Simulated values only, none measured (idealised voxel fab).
A process module follows: voxel wiring stack.
The figure presents cross-section cut, which has a width of 180 nm and is divided into square cells with an edge length of 5 nm.
Bands, listed from the top down, are how a cross-section gets written in this document; the cross-section itself is a grid of square cells, and a band is one or more rows of them. Each band's line starts with the height of the band's top and of its bottom, in nm. Then come its materials from left to right, each with its width in nm. One material with "edge to edge" fills the band from edge to edge. "empty" is empty space. Ref level 0: as-received wafer is one material below here. Bottom band extends down with no lower bound ("0 nm and below"). Width spec "30..40" -> top row of cells at first value, bottom row at second value, equal per-row change in between. Where the words "same as before" appear for a step, the cross-section shows no cell changed by that step; every cell remained as before. "Voids, sealed": sealed empty spaces, 8 cells or more, no open way to top, listed width x height at distance, with distance from the left edge and width, height and distance in nm. Note: text after step settings on the step line = simulator remark on that step. A step's line can hold "overlay nm"; with a mask on that step, the setting says how far right of the planned place the mask lay, while a negative setting says it lay to the left.
The planned process steps are enumerated hereunder:
1. RECEIVE,material Si
2. CONFORMAL_DEP,material SiO2,thk nm 10
3. DIRECTIONAL_DEP,material TiN,thk nm 5
4. DIRECTIONAL_DEP,material W,thk nm 20
5. MASKED_ETCH,tone cover,mask id METAL_1,width nm 25,pitch nm 45,etch materials W,depth nm 20,overlay nm 0
6. MASKED_ETCH,tone cover,mask id METAL_1,width nm 25,pitch nm 45,etch materials TiN,depth nm 5,overlay nm 0
7. FILL_DEP,material SiO2,thk nm 5
8. CMP,height nm 35
9. CONFORMAL_DEP,material SiCN,thk nm 5
10. DIRECTIONAL_DEP,material lowk,thk nm 25
11. DIRECTIONAL_DEP,material aC,thk nm 15
12. PATTERN,tone open,mask id METAL_2_HOLES,material resist,width nm 15,pitch nm 45,thk nm 30,overlay nm 0
13. DIRECTIONAL_ETCH,etch materials aC,depth nm 15
14. STRIP,etch materials resist
15. DIRECTIONAL_ETCH,etch materials lowk,depth nm 25
16. STRIP,etch materials aC
17. PATTERN,tone open,mask id METAL_2,material resist,width nm 25,pitch nm 45,thk nm 15,overlay nm 0
18. DIRECTIONAL_ETCH,etch materials lowk,depth nm 15
19. DIRECTIONAL_ETCH,etch materials SiCN,depth nm 5
20. STRIP,etch materials resist
21. CONFORMAL_DEP,material TiN,thk nm 5
22. FILL_DEP,material Cu,thk nm 10
23. CMP,height nm 65
24. CONFORMAL_DEP,material SiCN,thk nm 5
25. DIRECTIONAL_DEP,material SiO2,thk nm 25
26. MASKED_ETCH,tone open,mask id METAL_3_HOLES,width nm 15,pitch nm 45,etch materials SiO2,depth nm 25,overlay nm 0
27. DIRECTIONAL_DEP,material aC,thk nm 15
28. PATTERN,tone open,mask id METAL_3,material resist,width nm 25,pitch nm 45,thk nm 30,overlay nm 0
29. DIRECTIONAL_ETCH,etch materials aC,depth nm 15
30. STRIP,etch materials resist
31. DIRECTIONAL_ETCH,etch materials SiO2,depth nm 15
32. DIRECTIONAL_ETCH,etch materials SiCN,depth nm 5
33. STRIP,etch materials aC
34. CONFORMAL_DEP,material TiN,thk nm 5
35. FILL_DEP,material Cu,thk nm 5
36. CMP,height nm 95
37. CONFORMAL_DEP,material SiCN,thk nm 5
Incoming wafer in cross-section (state: after step 1):
> 0 nm and below: Si edge to edge
> Voids, sealed: none
first wafer at the end, as planned:
> 100 nm to 95 nm: SiCN edge to edge
> 95 nm to 85 nm: SiO2: 55, TiN: 5, Cu: 15, TiN: 5, SiO2: 20, TiN: 5, Cu: 15, TiN: 5, SiO2: 55
> 85 nm to 80 nm: SiO2: 55, TiN: 5, Cu: 5, TiN: 15, SiO2: 20, TiN: 5, Cu: 5, TiN: 15, SiO2: 55
> 80 nm to 70 nm: SiO2: 55, TiN: 5, Cu: 5, TiN: 5, SiO2: 30, TiN: 5, Cu: 5, TiN: 5, SiO2: 65
> 70 nm to 65 nm: SiCN: 55, TiN: 15, SiCN: 30, TiN: 15, SiCN: 65
> 65 nm to 55 nm: lowk: 55, TiN: 5, Cu: 15, TiN: 5, lowk: 20, TiN: 5, Cu: 15, TiN: 5, lowk: 55
> 55 nm to 50 nm: lowk: 55, TiN: 5, Cu: 5, TiN: 15, lowk: 20, TiN: 5, Cu: 5, TiN: 15, lowk: 55
> 50 nm to 40 nm: lowk: 55, TiN: 5, Cu: 5, TiN: 5, lowk: 30, TiN: 5, Cu: 5, TiN: 5, lowk: 65
> 40 nm to 35 nm: SiCN: 55, TiN: 15, SiCN: 30, TiN: 15, SiCN: 65
> 35 nm to 15 nm: SiO2: 55, W: 25, SiO2: 20, W: 25, SiO2: 55
> 15 nm to 10 nm: SiO2: 55, TiN: 25, SiO2: 20, TiN: 25, SiO2: 55
> 10 nm to 0 nm: SiO2 edge to edge
> 0 nm and below: Si edge to edge
> Voids, sealed: none
Cross-section, wafer two of two, end of module: same start and plan as wafer one, one error in execution:
> 100 nm to 95 nm: SiCN edge to edge
> 95 nm to 85 nm: SiO2: 55, TiN: 5, Cu: 20, TiN: 5, SiO2: 15, TiN: 5, Cu: 20, TiN: 5, SiO2: 50
> 85 nm to 80 nm: SiO2: 55, TiN: 5, Cu: 5, TiN: 20, SiO2: 15, TiN: 5, Cu: 5, TiN: 20, SiO2: 50
> 80 nm to 70 nm: SiO2: 55, TiN: 5, Cu: 5, TiN: 5, SiO2: 30, TiN: 5, Cu: 5, TiN: 5, SiO2: 65
> 70 nm to 65 nm: SiCN: 55, TiN: 15, SiCN: 30, TiN: 15, SiCN: 65
> 65 nm to 55 nm: lowk: 55, TiN: 5, Cu: 15, TiN: 5, lowk: 20, TiN: 5, Cu: 15, TiN: 5, lowk: 55
> 55 nm to 50 nm: lowk: 55, TiN: 5, Cu: 5, TiN: 15, lowk: 20, TiN: 5, Cu: 5, TiN: 15, lowk: 55
> 50 nm to 40 nm: lowk: 55, TiN: 5, Cu: 5, TiN: 5, lowk: 30, TiN: 5, Cu: 5, TiN: 5, lowk: 65
> 40 nm to 35 nm: SiCN: 55, TiN: 15, SiCN: 30, TiN: 15, SiCN: 65
> 35 nm to 15 nm: SiO2: 55, W: 25, SiO2: 20, W: 25, SiO2: 55
> 15 nm to 10 nm: SiO2: 55, TiN: 25, SiO2: 20, TiN: 25, SiO2: 55
> 10 nm to 0 nm: SiO2 edge to edge
> 0 nm and below: Si edge to edge
> Voids, sealed: none
What went wrong in running the wafer? planned and actual differ for step 28; actual: PATTERN,tone open,mask id METAL_3,material resist,width nm 30,pitch nm 45,thk nm 30,overlay nm 0
At the finish, the second wafer shows more or fewer cells for some materials than the first does: +4 Cu, -6 SiO2, +2 TiN
